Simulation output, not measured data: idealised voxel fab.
This section sets out a process module, namely voxel double patterning.
Cross-sectional view cut (width: 250 nm; square cell size: 5 nm).
Cross-sections here: square-cell grids, written as top-down lists of bands, a band being one or more rows of cells.
Band: top height; bottom height; in nm. Then, left to right: material with width in nm, for each material. "all across": a single material spanning edge to edge. "empty": empty space.
All heights in this document are referenced to 0, defined as the level beneath which the wafer, as received, consists entirely of one material. The lowest band is not bounded below; it extends indefinitely downward and is written in the form "0 and below".
Note: "30..40" means the width goes from the first number (top row of the band) to the second number (bottom row) in equal steps per row of cells.
Given "nothing changed" for a step, no cell of the cross-section differs between before and after that step.
Look at "Sealed void list" for the closed voids: empty spaces with no open path to the top, sized 8 cells or up. Each is width x height at distance, distance from the left edge, all nm.
Heads up: the bit after the settings on a step's line is the simulator's remark on that step.
The "overlay nm" setting may appear on a step's line; for a step that uses a mask, it gives how far to the right of its planned position the mask lay, and a negative value indicates the left.
The process steps that were planned are listed below
| 1 | RECEIVE with material Si |
| 2 | CONFORMAL_DEP with material SiO2, thk nm 5 |
| 3 | DIRECTIONAL_DEP with material polySi, thk nm 10 |
| 4 | DIRECTIONAL_DEP with material SiCN, thk nm 10 |
| 5 | DIRECTIONAL_DEP with material aC, thk nm 10 |
| 6 | PATTERN with tone open, mask id FIRST, material resist, width nm 15, pitch nm 50, thk nm 25, overlay nm 0 |
| 7 | DIRECTIONAL_ETCH with etch materials aC, depth nm 10 |
| 8 | STRIP with etch materials resist |
| 9 | DIRECTIONAL_ETCH with etch materials SiCN, depth nm 10 |
| 10 | STRIP with etch materials aC |
| 11 | PATTERN with tone open, mask id SECOND, material resist, width nm 15, pitch nm 50, thk nm 20, overlay nm 0 |
| 12 | DIRECTIONAL_ETCH with etch materials SiCN, depth nm 5 |
| 13 | STRIP with etch materials resist |
| 14 | DIRECTIONAL_ETCH with etch materials polySi, depth nm 10 |
| 15 | STRIP with etch materials SiCN |
Split variable: depth nm, step 12. Plan value = first wafer. Wafers start alike.
Cross-section of the first of several received wafers, showing its state after step 1
- 0 and below: Si all across
- Sealed void list: none
End of module, by wafer: material-by-material cell gain (+) or loss (-) since receipt, then closed voids
depth nm 5, +50 SiO2, +82 polySi, Sealed void list: none
depth nm 10, +50 SiO2, +70 polySi, Sealed void list: none
depth nm 15, +50 SiO2, +70 polySi, Sealed void list: none
depth nm 20, +50 SiO2, +70 polySi, Sealed void list: none
depth nm 25, +50 SiO2, +70 polySi, Sealed void list: none
